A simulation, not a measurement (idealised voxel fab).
process module | voxel ribs on slabs
cross-section cut | 230 nm wide | cells 5 nm
A cross-section is a grid of square cells, given in bands from the top down. A band is one or more rows of cells.
Each band's line starts with the height of the band's top and of its bottom, in nm. Then come its materials from left to right, each with its width in nm. One material with "throughout" fills the band from edge to edge. "air" is empty space.
Height 0 is the level under which the wafer as received is all one material. The lowest band goes on downwards, as in "0 down".
A width such as "30 to 40" changes by the same amount from each row of cells to the next, from the band's top row to its bottom row.
"no change" after a step means that no cell of the cross-section changed.
closed voids: empty space of 8 cells or more with no open way to the top, each as width x height at its distance from the left edge, in nm
after a step's settings: what the simulator itself notes on the step
overlay nm, on a step with a mask: how far to the right of its planned place the mask lay; to the left if negative
plan
1 op RECEIVE | material Si
2 op DIRECTIONAL_DEP | material SiO2 | thk nm 25
3 op DIRECTIONAL_DEP | material polySi | thk nm 20
4 op PATTERN | tone cover | mask id RIB | material resist | width nm 15 | thk nm 15 | overlay nm 0
5 op DIRECTIONAL_ETCH | etch materials polySi | depth nm 15
6 op STRIP | etch materials resist
7 op DIRECTIONAL_DEP | material aC | thk nm 15
8 op PATTERN | tone cover | mask id SLAB | material resist | width nm 65 | thk nm 35 | overlay nm 0
9 op DIRECTIONAL_ETCH | etch materials aC | depth nm 15
10 op STRIP | etch materials resist
11 op DIRECTIONAL_ETCH | etch materials polySi | depth nm 5
12 op STRIP | etch materials aC
13 op FILL_DEP | material SiO2 | thk nm 20
14 op CMP | height nm 60
15 op DIRECTIONAL_DEP | material TiN | thk nm 10
16 op DIRECTIONAL_DEP | material aC | thk nm 15
17 op PATTERN | tone cover | mask id HEATER | material resist | width nm 25 | thk nm 30 | overlay nm 0
18 op DIRECTIONAL_ETCH | etch materials aC | depth nm 15
19 op STRIP | etch materials resist
20 op DIRECTIONAL_ETCH | etch materials TiN | depth nm 10
21 op STRIP | etch materials aC
22 op CONFORMAL_DEP | material SiO2 | thk nm 10
first wafer, as planned
as received, after step 1
  0 down: Si throughout
  closed voids: none
after step 2
  25 to 0: SiO2 throughout
  below 0: unchanged
after step 3
  45 to 25: polySi throughout
  below 25: unchanged
after step 4
  60 to 45: air 105 | resist 15 | air 110
  below 45: unchanged
after step 5
  60 to 45: air 105 | resist 15 | air 110
  45 to 30: air 105 | polySi 15 | air 110
  below 30: unchanged
after step 6
  45 to 30: air 105 | polySi 15 | air 110
  below 30: unchanged
after step 7
  60 to 45: air 105 | aC 15 | air 110
  45 to 30: aC 105 | polySi 15 | aC 110
  below 30: unchanged
after step 8
  95 to 60: air 80 | resist 65 | air 85
  60 to 45: air 80 | resist 25 | aC 15 | resist 25 | air 85
  below 45: unchanged
after step 9
  80 to 60: air 80 | resist 65 | air 85
  60 to 45: air 80 | resist 25 | aC 15 | resist 25 | air 85
  45 to 30: air 80 | aC 25 | polySi 15 | aC 25 | air 85
  below 30: unchanged
after step 10
  60 to 45: air 105 | aC 15 | air 110
  below 45: unchanged
after step 11
  60 to 45: air 105 | aC 15 | air 110
  45 to 30: air 80 | aC 25 | polySi 15 | aC 25 | air 85
  30 to 25: air 80 | polySi 65 | air 85
  below 25: unchanged
after step 12
  45 to 30: air 105 | polySi 15 | air 110
  below 30: unchanged
after step 13
  65 to 45: SiO2 throughout
  45 to 30: SiO2 105 | polySi 15 | SiO2 110
  30 to 25: SiO2 80 | polySi 65 | SiO2 85
  below 25: unchanged
after step 14
  60 to 45: SiO2 throughout
  below 45: unchanged
after step 15
  70 to 60: TiN throughout
  below 60: unchanged
after step 16
  85 to 70: aC throughout
  below 70: unchanged
after step 17
  115 to 85: air 100 | resist 25 | air 105
  below 85: unchanged
after step 18
  100 to 85: air 100 | resist 25 | air 105
  85 to 70: air 100 | aC 25 | air 105
  below 70: unchanged
after step 19
  85 to 70: air 100 | aC 25 | air 105
  below 70: unchanged
after step 20
  85 to 70: air 100 | aC 25 | air 105
  70 to 60: air 100 | TiN 25 | air 105
  below 60: unchanged
after step 21
  70 to 60: air 100 | TiN 25 | air 105
  below 60: unchanged
after step 22
  80 to 70: air 90 | SiO2 45 | air 95
  70 to 60: SiO2 100 | TiN 25 | SiO2 105
  below 60: unchanged
second wafer: like start, like plan, one mistake. Through step 3 it matches the first wafer
when step 4 should have ended
  60 to 45: resist 105 | air 15 | resist 110
  below 45: unchanged
when step 5 should have ended
  60 to 45: resist 105 | air 15 | resist 110
  45 to 30: polySi 105 | air 15 | polySi 110
  below 30: unchanged
when step 6 should have ended
  45 to 30: polySi 105 | air 15 | polySi 110
  below 30: unchanged
when step 7 should have ended
  60 to 45: aC 105 | air 15 | aC 110
  45 to 30: polySi 105 | aC 15 | polySi 110
  below 30: unchanged
when step 8 should have ended
  95 to 60: air 80 | resist 65 | air 85
  60 to 45: aC 105 | resist 15 | aC 110
  below 45: unchanged
when step 9 should have ended
  80 to 60: air 80 | resist 65 | air 85
  60 to 45: air 80 | aC 25 | resist 15 | aC 25 | air 85
  below 45: unchanged
when step 10 should have ended
  60 to 45: air 80 | aC 25 | air 15 | aC 25 | air 85
  below 45: unchanged
when step 11 should have ended
  60 to 45: air 80 | aC 25 | air 15 | aC 25 | air 85
  45 to 40: air 80 | polySi 25 | aC 15 | polySi 25 | air 85
  below 40: unchanged
when step 12 should have ended
  45 to 40: air 80 | polySi 25 | air 15 | polySi 25 | air 85
  40 to 30: polySi 105 | air 15 | polySi 110
  below 30: unchanged
when step 13 should have ended
  65 to 45: SiO2 throughout
  45 to 40: SiO2 80 | polySi 25 | SiO2 15 | polySi 25 | SiO2 85
  40 to 30: polySi 105 | SiO2 15 | polySi 110
  below 30: unchanged
when step 14 should have ended
  60 to 45: SiO2 throughout
  below 45: unchanged
when step 15 should have ended
  70 to 60: TiN throughout
  below 60: unchanged
when step 16 should have ended
  85 to 70: aC throughout
  below 70: unchanged
when step 17 should have ended
  115 to 85: air 100 | resist 25 | air 105
  below 85: unchanged
when step 18 should have ended
  100 to 85: air 100 | resist 25 | air 105
  85 to 70: air 100 | aC 25 | air 105
  below 70: unchanged
when step 19 should have ended
  85 to 70: air 100 | aC 25 | air 105
  below 70: unchanged
when step 20 should have ended
  85 to 70: air 100 | aC 25 | air 105
  70 to 60: air 100 | TiN 25 | air 105
  below 60: unchanged
when step 21 should have ended
  70 to 60: air 100 | TiN 25 | air 105
  below 60: unchanged
when step 22 should have ended
  80 to 70: air 90 | SiO2 45 | air 95
  70 to 60: SiO2 100 | TiN 25 | SiO2 105
  below 60: unchanged
what went wrong: step 4 ran as: op PATTERN | tone open | mask id RIB | material resist | width nm 15 | thk nm 15 | overlay nm 0
at the end the second wafer has, in cells: 120 fewer of SiO2 | 120 more of polySi
